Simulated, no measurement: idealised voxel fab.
process module | voxel released beams
cross-section cut | 245 nm wide | cells 5 nm
A cross-section is a grid of square cells, given in bands from the top down. A band is one or more rows of cells.
Each band's line starts with the height of the band's top and of its bottom, in nm. Then come its materials from left to right, each with its width in nm. One material with "throughout" fills the band from edge to edge. "air" is empty space.
Height 0 is the level under which the wafer as received is all one material. The lowest band goes on downwards, as in "0 down".
A width such as "30 to 40" changes by the same amount from each row of cells to the next, from the band's top row to its bottom row.
"no change" after a step means that no cell of the cross-section changed.
closed voids: empty space of 8 cells or more with no open way to the top, each as width x height at its distance from the left edge, in nm
after a step's settings: what the simulator itself notes on the step
overlay nm, on a step with a mask: how far to the right of its planned place the mask lay; to the left if negative
plan
1 op RECEIVE | material Si
2 op CONFORMAL_DEP | material Al2O3 | thk nm 5
3 op DIRECTIONAL_DEP | material SiO2 | thk nm 10
4 op PATTERN | tone open | mask id ANCHOR | material resist | width nm 25 | thk nm 20 | overlay nm 0
5 op DIRECTIONAL_ETCH | etch materials SiO2 | depth nm 10
6 op STRIP | etch materials resist
7 op CONFORMAL_DEP | material SiN | thk nm 10
8 op MASKED_ETCH | tone cover | mask id BEAM | width nm 105 | etch materials SiN | depth nm 10 | overlay nm 0
9 op STRIP | etch materials SiO2
as received, after step 1
  0 down: Si throughout
  closed voids: none
a wafer at the end: this start, this plan, one mistake
  25 to 15: air 60 | SiN 20 | air 5 | SiN 90 | air 70
  15 to 5: air 70 | SiN 25 | air 150
  5 to 0: Al2O3 throughout
  0 down: Si throughout
  closed voids: none
what went wrong: step 8 ran as: op MASKED_ETCH | tone cover | mask id BEAM | width nm 115 | etch materials SiN | depth nm 10 | overlay nm 0
